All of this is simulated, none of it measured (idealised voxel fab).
The process module presented herein is designated voxel gate over fins.
Xsec cut, 280 nm wide, square cell size 5 nm.
Cross-section = grid of square cells, listed top down in bands; band = one or more rows.
Within each band entry, the heights of the top and of the bottom of the band appear first, in that order and in nm; the materials of the band then follow from left to right, each with its corresponding width in nm. The designation "edge to edge" on a single material indicates that it fills the band from edge to edge; the designation "blank" indicates empty space.
Measure heights from 0. That's the level where, below it, the as-received wafer is all one material. The lowest band is bottomless and extends downward; write it as in "from 0 down".
Graded width ("30 to 40"): value in top row of band = first number; value in bottom row = second number; row-to-row change constant.
Where the words "nothing was modified" appear for a step, the cross-section shows no cell changed by that step; every cell remained as before.
Reported under the label "Catalogued sealed voids" are the empty spaces having no open way to the top and comprising 8 cells or more; the notation for each is width x height at distance, in which the distance is measured from the left edge and all three values are in nm.
What comes after the settings on a step's line is commentary from the simulator itself on that step.
overlay nm: right-of-plan distance of the mask on a masked step; negative values mean left-of-plan.
### Planned process steps
1 RECEIVE, material Si
2 CONFORMAL_DEP, material SiN, thk nm 5
3 PATTERN, tone cover, mask id FINS, material resist, width nm 15, pitch nm 55, thk nm 15, overlay nm 0
4 DIRECTIONAL_ETCH, etch materials SiN, depth nm 5
5 DIRECTIONAL_ETCH, etch materials Si, depth nm 35
6 STRIP, etch materials resist
7 OXIDIZE, depth nm 5
8 FILL_DEP, material SiO2, thk nm 15
9 CMP, height nm 5
10 DIRECTIONAL_DEP, material aC, thk nm 10
11 PATTERN, tone open, mask id RAIL, material resist, width nm 15, thk nm 25, overlay nm 0
12 DIRECTIONAL_ETCH, etch materials aC, depth nm 10
13 STRIP, etch materials resist
14 DIRECTIONAL_ETCH, etch materials SiO2, depth nm 35
15 STRIP, etch materials aC
16 CONFORMAL_DEP, material TiN, thk nm 5
17 FILL_DEP, material W, thk nm 5
18 CMP, height nm 5
19 SELECTIVE_ETCH, etch materials W Ru TiN, depth nm 25
20 FILL_DEP, material SiO2, thk nm 5
21 CMP, height nm 5
22 SELECTIVE_ETCH, etch materials SiO2, depth nm 15
23 STRIP, etch materials SiN
24 CONFORMAL_DEP, material HfO2, thk nm 5
25 CONFORMAL_DEP, material TiN, thk nm 5
26 CONFORMAL_DEP, material TiAl, thk nm 5
27 CONFORMAL_DEP, material TiN, thk nm 5
28 FILL_DEP, material W, thk nm 15
29 CMP, height nm 30
30 CONFORMAL_DEP, material SiN, thk nm 5
### The cross-section here shows the wafer as received, i.e. in its state after step 1
> from 0 down  Si edge to edge
> Catalogued sealed voids: none
### Cross-section taken at module completion on the first of two wafers; processed per the plan
> from 35 to 30  SiN edge to edge
> from 30 to 20  W edge to edge
> from 20 to 15  60 of W / 45 of TiN / 10 of W / 45 of TiN / 10 of W / 45 of TiN / 65 of W
> from 15 to 10  60 of W / 5 of TiN / 35 of TiAl / 5 of TiN / 10 of W / 5 of TiN / 35 of TiAl / 5 of TiN / 10 of W / 5 of TiN / 35 of TiAl / 5 of TiN / 65 of W
> from 10 to 5  65 of TiN / 5 of TiAl / 25 of TiN / 5 of TiAl / 20 of TiN / 5 of TiAl / 25 of TiN / 5 of TiAl / 20 of TiN / 5 of TiAl / 25 of TiN / 5 of TiAl / 70 of TiN
> from 5 to 0  70 of TiAl / 5 of TiN / 15 of HfO2 / 5 of TiN / 30 of TiAl / 5 of TiN / 15 of HfO2 / 5 of TiN / 30 of TiAl / 5 of TiN / 15 of HfO2 / 5 of TiN / 75 of TiAl
> from 0 to -5  75 of TiN / 5 of HfO2 / 5 of Si / 5 of HfO2 / 40 of TiN / 5 of HfO2 / 5 of Si / 5 of HfO2 / 40 of TiN / 5 of HfO2 / 5 of Si / 5 of HfO2 / 80 of TiN
> from -5 to -10  80 of HfO2 / 5 of Si / 50 of HfO2 / 5 of Si / 50 of HfO2 / 5 of Si / 85 of HfO2
> from -10 to -20  80 of SiO2 / 5 of Si / 50 of SiO2 / 5 of Si / 50 of SiO2 / 5 of Si / 85 of SiO2
> from -20 to -25  80 of SiO2 / 5 of Si / 15 of SiO2 / 5 of TiN / 5 of W / 5 of TiN / 20 of SiO2 / 5 of Si / 50 of SiO2 / 5 of Si / 85 of SiO2
> from -25 to -30  80 of SiO2 / 5 of Si / 15 of SiO2 / 15 of TiN / 20 of SiO2 / 5 of Si / 50 of SiO2 / 5 of Si / 85 of SiO2
> from -30 to -40  80 of SiO2 / 5 of Si / 50 of SiO2 / 5 of Si / 50 of SiO2 / 5 of Si / 85 of SiO2
> from -40 down  Si edge to edge
> Catalogued sealed voids: none
### What the second wafer looks like in cross-section once the module is done. Its start and its plan matched the first wafer's exactly; what differed was one mistake in how it was run
> from 35 to 30  SiN edge to edge
> from 30 to 25  50 of W / 175 of TiN / 55 of W
> from 25 to 20  50 of W / 5 of TiN / 165 of TiAl / 5 of TiN / 55 of W
> from 20 to 15  55 of TiN / 165 of TiAl / 60 of TiN
> from 15 to 10  TiAl edge to edge
> from 10 to 5  70 of TiAl / 25 of TiN / 30 of TiAl / 25 of TiN / 30 of TiAl / 25 of TiN / 75 of TiAl
> from 5 to 0  70 of TiAl / 5 of TiN / 15 of HfO2 / 5 of TiN / 30 of TiAl / 5 of TiN / 15 of HfO2 / 5 of TiN / 30 of TiAl / 5 of TiN / 15 of HfO2 / 5 of TiN / 75 of TiAl
> from 0 to -5  75 of TiN / 5 of HfO2 / 5 of Si / 5 of HfO2 / 40 of TiN / 5 of HfO2 / 5 of Si / 5 of HfO2 / 40 of TiN / 5 of HfO2 / 5 of Si / 5 of HfO2 / 80 of TiN
> from -5 to -10  80 of HfO2 / 5 of Si / 50 of HfO2 / 5 of Si / 50 of HfO2 / 5 of Si / 85 of HfO2
> from -10 to -20  80 of SiO2 / 5 of Si / 50 of SiO2 / 5 of Si / 50 of SiO2 / 5 of Si / 85 of SiO2
> from -20 to -25  80 of SiO2 / 5 of Si / 15 of SiO2 / 5 of TiN / 5 of W / 5 of TiN / 20 of SiO2 / 5 of Si / 50 of SiO2 / 5 of Si / 85 of SiO2
> from -25 to -30  80 of SiO2 / 5 of Si / 15 of SiO2 / 15 of TiN / 20 of SiO2 / 5 of Si / 50 of SiO2 / 5 of Si / 85 of SiO2
> from -30 to -40  80 of SiO2 / 5 of Si / 50 of SiO2 / 5 of Si / 50 of SiO2 / 5 of Si / 85 of SiO2
> from -40 down  Si edge to edge
> Catalogued sealed voids: none
In executing the process, a mistake was made relative to the plan: heads up, step 26 didn't go per plan, it actually ran as CONFORMAL_DEP, material TiAl, thk nm 15
Count the cells at the end and the second wafer has more or fewer of some materials than the first: TiAl +136; TiN -8; W -128
